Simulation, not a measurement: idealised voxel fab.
process module | voxel transistor to metal
cross-section cut | 195 nm wide | cells 5 nm
A cross-section is a grid of square cells, given in bands from the top down. A band is one or more rows of cells.
Each band's line starts with the height of the band's top and of its bottom, in nm. Then come its materials from left to right, each with its width in nm. One material with "throughout" fills the band from edge to edge. "air" is empty space.
Height 0 is the level under which the wafer as received is all one material. The lowest band goes on downwards, as in "0 down".
A width such as "30 to 40" changes by the same amount from each row of cells to the next, from the band's top row to its bottom row.
"no change" after a step means that no cell of the cross-section changed.
closed voids: empty space of 8 cells or more with no open way to the top, each as width x height at its distance from the left edge, in nm
after a step's settings: what the simulator itself notes on the step
overlay nm, on a step with a mask: how far to the right of its planned place the mask lay; to the left if negative
plan
1 op RECEIVE | material Si
2 op CONFORMAL_DEP | material SiO2 | thk nm 5
3 op CONFORMAL_DEP | material SiN | thk nm 10
4 op MASKED_ETCH | tone cover | mask id ACTIVE | width nm 125 | etch materials SiN | depth nm 10 | overlay nm 0
5 op MASKED_ETCH | tone cover | mask id ACTIVE | width nm 125 | etch materials SiO2 | depth nm 5 | overlay nm 0
6 op MASKED_ETCH | tone cover | mask id ACTIVE | width nm 125 | etch materials Si | depth nm 25 | overlay nm 0
7 op FILL_DEP | material SiO2 | thk nm 5
8 op CMP | height nm 15
9 op SELECTIVE_ETCH | etch materials SiO2 | depth nm 10
10 op STRIP | etch materials SiN
11 op SELECTIVE_ETCH | etch materials SiO2 | depth nm 5
12 op OXIDIZE | depth nm 5
13 op DIRECTIONAL_DEP | material polySi | thk nm 25
14 op DIRECTIONAL_DEP | material SiCN | thk nm 10
15 op PATTERN | tone cover | mask id GATE | material resist | width nm 25 | thk nm 15 | overlay nm 0
16 op DIRECTIONAL_ETCH | etch materials SiCN | depth nm 20
17 op DIRECTIONAL_ETCH | etch materials polySi | depth nm 35
18 op STRIP | etch materials resist
19 op CONFORMAL_DEP | material SiN | thk nm 10
20 op DIRECTIONAL_ETCH | etch materials SiN | depth nm 10
21 op DIRECTIONAL_ETCH | etch materials SiO2 | depth nm 5
22 op DIRECTIONAL_ETCH | etch materials Si | depth nm 5
23 op EPI | material SiGe | thk nm 10
24 op FILL_DEP | material SiO2 | thk nm 10
25 op CMP | height nm 35
26 op DIRECTIONAL_DEP | material SiO2 | thk nm 15
27 op DIRECTIONAL_DEP | material aC | thk nm 15
28 op PATTERN | tone open | mask id CONTACT | material resist | width nm 35 | pitch nm 70 | thk nm 30 | overlay nm 0
29 op DIRECTIONAL_ETCH | etch materials aC | depth nm 15
30 op STRIP | etch materials resist
31 op DIRECTIONAL_ETCH | etch materials SiO2 | depth nm 50
32 op STRIP | etch materials aC
33 op CONFORMAL_DEP | material TiN | thk nm 5
34 op FILL_DEP | material Ru | thk nm 10
35 op CMP | height nm 50
36 op CONFORMAL_DEP | material SiCN | thk nm 5
37 op DIRECTIONAL_DEP | material lowk | thk nm 20
38 op MASKED_ETCH | tone open | mask id METAL_1 | width nm 20 | pitch nm 85 | etch materials lowk | depth nm 20 | overlay nm 0
39 op MASKED_ETCH | tone open | mask id METAL_1 | width nm 20 | pitch nm 85 | etch materials SiCN | depth nm 5 | overlay nm 0
40 op CONFORMAL_DEP | material TiN | thk nm 5
41 op FILL_DEP | material W | thk nm 5
42 op CMP | height nm 75
43 op CONFORMAL_DEP | material SiCN | thk nm 5
44 op DIRECTIONAL_DEP | material SiO2 | thk nm 30
45 op PATTERN | tone open | mask id METAL_2 | material resist | width nm 20 | pitch nm 85 | thk nm 15 | overlay nm 0
46 op DIRECTIONAL_ETCH | etch materials SiO2 | depth nm 20
47 op STRIP | etch materials resist
48 op MASKED_ETCH | tone open | mask id METAL_2_HOLES | width nm 15 | pitch nm 85 | etch materials SiO2 | depth nm 10 | overlay nm 0
49 op MASKED_ETCH | tone open | mask id METAL_2_HOLES | width nm 15 | pitch nm 85 | etch materials SiCN | depth nm 5 | overlay nm 0
50 op CONFORMAL_DEP | material TiN | thk nm 5
51 op FILL_DEP | material Cu | thk nm 10
52 op CMP | height nm 110
53 op CONFORMAL_DEP | material SiN | thk nm 5
as received, after step 1
  0 down: Si throughout
  closed voids: none
first wafer at the end, as planned
  115 to 110: SiN throughout
  110 to 95: SiO2 45 | TiN 5 | Cu 10 | TiN 5 | SiO2 65 | TiN 5 | Cu 10 | TiN 5 | SiO2 45
  95 to 90: SiO2 45 | TiN 5 | Cu 5 | TiN 10 | SiO2 65 | TiN 5 | Cu 5 | TiN 10 | SiO2 45
  90 to 80: SiO2 45 | TiN 5 | Cu 5 | TiN 5 | SiO2 70 | TiN 5 | Cu 5 | TiN 5 | SiO2 50
  80 to 75: SiCN 45 | TiN 15 | SiCN 70 | TiN 15 | SiCN 50
  75 to 55: lowk 45 | TiN 5 | W 10 | TiN 5 | lowk 65 | TiN 5 | W 10 | TiN 5 | lowk 45
  55 to 50: SiCN 45 | TiN 20 | SiCN 65 | TiN 20 | SiCN 45
  50 to 40: SiO2 45 | TiN 5 | Ru 25 | TiN 5 | SiO2 35 | TiN 5 | Ru 25 | TiN 5 | SiO2 45
  40 to 35: SiO2 45 | TiN 5 | Ru 20 | TiN 10 | SiO2 35 | TiN 10 | Ru 20 | TiN 5 | SiO2 45
  35 to 25: SiO2 45 | TiN 5 | Ru 20 | TiN 5 | SiN 10 | SiCN 25 | SiN 10 | TiN 5 | Ru 20 | TiN 5 | SiO2 45
  25 to 10: SiO2 45 | TiN 5 | Ru 20 | TiN 5 | SiN 10 | polySi 25 | SiN 10 | TiN 5 | Ru 20 | TiN 5 | SiO2 45
  10 to 5: SiO2 45 | TiN 5 | Ru 10 | TiN 15 | SiN 10 | polySi 25 | SiN 10 | TiN 15 | Ru 10 | TiN 5 | SiO2 45
  5 to 0: SiO2 45 | TiN 20 | SiGe 10 | SiN 10 | polySi 25 | SiN 10 | SiGe 10 | TiN 20 | SiO2 45
  0 to -5: SiO2 30 | SiGe 45 | SiO2 45 | SiGe 45 | SiO2 30
  -5 to -10: SiO2 35 | SiGe 40 | Si 45 | SiGe 40 | SiO2 35
  -10 to -25: SiO2 35 | Si 125 | SiO2 35
  -25 down: Si throughout
  closed voids: none
second wafer at the end: like start, like plan, one mistake
  115 to 110: SiN throughout
  110 to 100: Cu 55 to 40 | TiN 5 to 20 | SiO2 5 | TiN 5 | Cu 70 to 55 | TiN 5 to 20 | SiO2 5 | TiN 5 | Cu 40
  100 to 95: Cu 40 | TiN 5 | SiO2 20 | TiN 5 | Cu 55 | TiN 5 | SiO2 20 | TiN 5 | Cu 40
  95 to 90: TiN 45 | SiO2 20 | TiN 65 | SiO2 20 | TiN 45
  90 to 80: SiO2 throughout
  80 to 75: SiCN throughout
  75 to 55: lowk 45 | TiN 5 | W 10 | TiN 5 | lowk 65 | TiN 5 | W 10 | TiN 5 | lowk 45
  55 to 50: SiCN 45 | TiN 20 | SiCN 65 | TiN 20 | SiCN 45
  50 to 40: SiO2 45 | TiN 5 | Ru 25 | TiN 5 | SiO2 35 | TiN 5 | Ru 25 | TiN 5 | SiO2 45
  40 to 35: SiO2 45 | TiN 5 | Ru 20 | TiN 10 | SiO2 35 | TiN 10 | Ru 20 | TiN 5 | SiO2 45
  35 to 25: SiO2 45 | TiN 5 | Ru 20 | TiN 5 | SiN 10 | SiCN 25 | SiN 10 | TiN 5 | Ru 20 | TiN 5 | SiO2 45
  25 to 10: SiO2 45 | TiN 5 | Ru 20 | TiN 5 | SiN 10 | polySi 25 | SiN 10 | TiN 5 | Ru 20 | TiN 5 | SiO2 45
  10 to 5: SiO2 45 | TiN 5 | Ru 10 | TiN 15 | SiN 10 | polySi 25 | SiN 10 | TiN 15 | Ru 10 | TiN 5 | SiO2 45
  5 to 0: SiO2 45 | TiN 20 | SiGe 10 | SiN 10 | polySi 25 | SiN 10 | SiGe 10 | TiN 20 | SiO2 45
  0 to -5: SiO2 30 | SiGe 45 | SiO2 45 | SiGe 45 | SiO2 30
  -5 to -10: SiO2 35 | SiGe 40 | Si 45 | SiGe 40 | SiO2 35
  -10 to -25: SiO2 35 | Si 125 | SiO2 35
  -25 down: Si throughout
  closed voids: none
what went wrong: step 45 ran as: op PATTERN | tone cover | mask id METAL_2 | material resist | width nm 20 | pitch nm 85 | thk nm 15 | overlay nm 0
at the end the second wafer has, in cells: 69 more of Cu | 6 more of SiCN | 92 fewer of SiO2 | 17 more of TiN
